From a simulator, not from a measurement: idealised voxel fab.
The name of this process module is voxel double patterning.
Shown is cross-section cut, with a width of 160 nm and square cells of size 5 nm.
A cross-section is written here as square cells arranged in a grid, and it is given in bands from the top down, each band taking up one or more rows of cells.
Band: top height; bottom height; in nm. Then, left to right: material with width in nm, for each material. "all across": a single material spanning edge to edge. "air": empty space.
For the purposes of this specification, 0 denotes the height below which the wafer in its as-received condition is composed wholly of one material, and the lowermost band, lacking a lower limit, extends downward without end, as expressed in "z 0 and below".
So if you see something like "30 to 40" for the width, read it as the top row of the band sitting at the first number and the bottom row at the second, with every row in between moving by the same amount as the last.
The designation "nothing got changed", where it is given for a processing step, indicates that no cell of the cross-section was altered in the course of that step.
Entry "Enclosed internal voids". Content: empty spaces with no open connection to the top, size 8 cells or greater. Each: width x height at distance. Distance: from left edge. Unit: nm.
What comes after the settings on a step's line is commentary from the simulator itself on that step.
overlay nm, on a step with a mask: how far to the right of its planned place the mask lay; to the left if negative
### The process steps that were planned are listed below
1. RECEIVE: material Si
2. CONFORMAL_DEP: material SiO2, thk nm 5
3. DIRECTIONAL_DEP: material TiN, thk nm 10
4. DIRECTIONAL_DEP: material SiCN, thk nm 5
5. PATTERN: tone open, mask id FIRST, material resist, width nm 15, pitch nm 50, thk nm 20, overlay nm 0
6. DIRECTIONAL_ETCH: etch materials SiCN, depth nm 5
7. STRIP: etch materials resist
8. PATTERN: tone open, mask id SECOND, material resist, width nm 15, thk nm 20, overlay nm 0
9. DIRECTIONAL_ETCH: etch materials SiCN, depth nm 5
10. STRIP: etch materials resist
11. DIRECTIONAL_ETCH: etch materials TiN, depth nm 10
12. STRIP: etch materials SiCN
Split variable: width nm, step 5. Plan value = first wafer. Wafers start alike.
### Cross-section of the first of several wafers as received (after step 1)
    z 0 and below  Si all across
    Enclosed internal voids: none
### At the end of the module, after its last step, step 12, the first of several wafers appears in cross-section as follows
    z 15 to 5  45 nm TiN, 15 nm air, 10 nm TiN, 15 nm air, 10 nm TiN, 15 nm air, 50 nm TiN
    z 5 to 0  SiO2 all across
    z 0 and below  Si all across
    Enclosed internal voids: none
### Cross-sectional depiction of the last of several wafers upon completion of the module
    z 15 to 5  40 nm TiN, 45 nm air, 5 nm TiN, 30 nm air, 40 nm TiN
    z 5 to 0  SiO2 all across
    z 0 and below  Si all across
    Enclosed internal voids: none
### The rows of the table below are wafers. Looking at the end of the module, a row counts, for every material, the cells the wafer has gained, shown as (+), or lost, shown as (-), since it was received; its closed voids come next
width nm 15; +32 SiO2; +46 TiN; Enclosed internal voids: none
width nm 20; +32 SiO2; +42 TiN; Enclosed internal voids: none
width nm 25; +32 SiO2; +38 TiN; Enclosed internal voids: none
width nm 30; +32 SiO2; +34 TiN; Enclosed internal voids: none
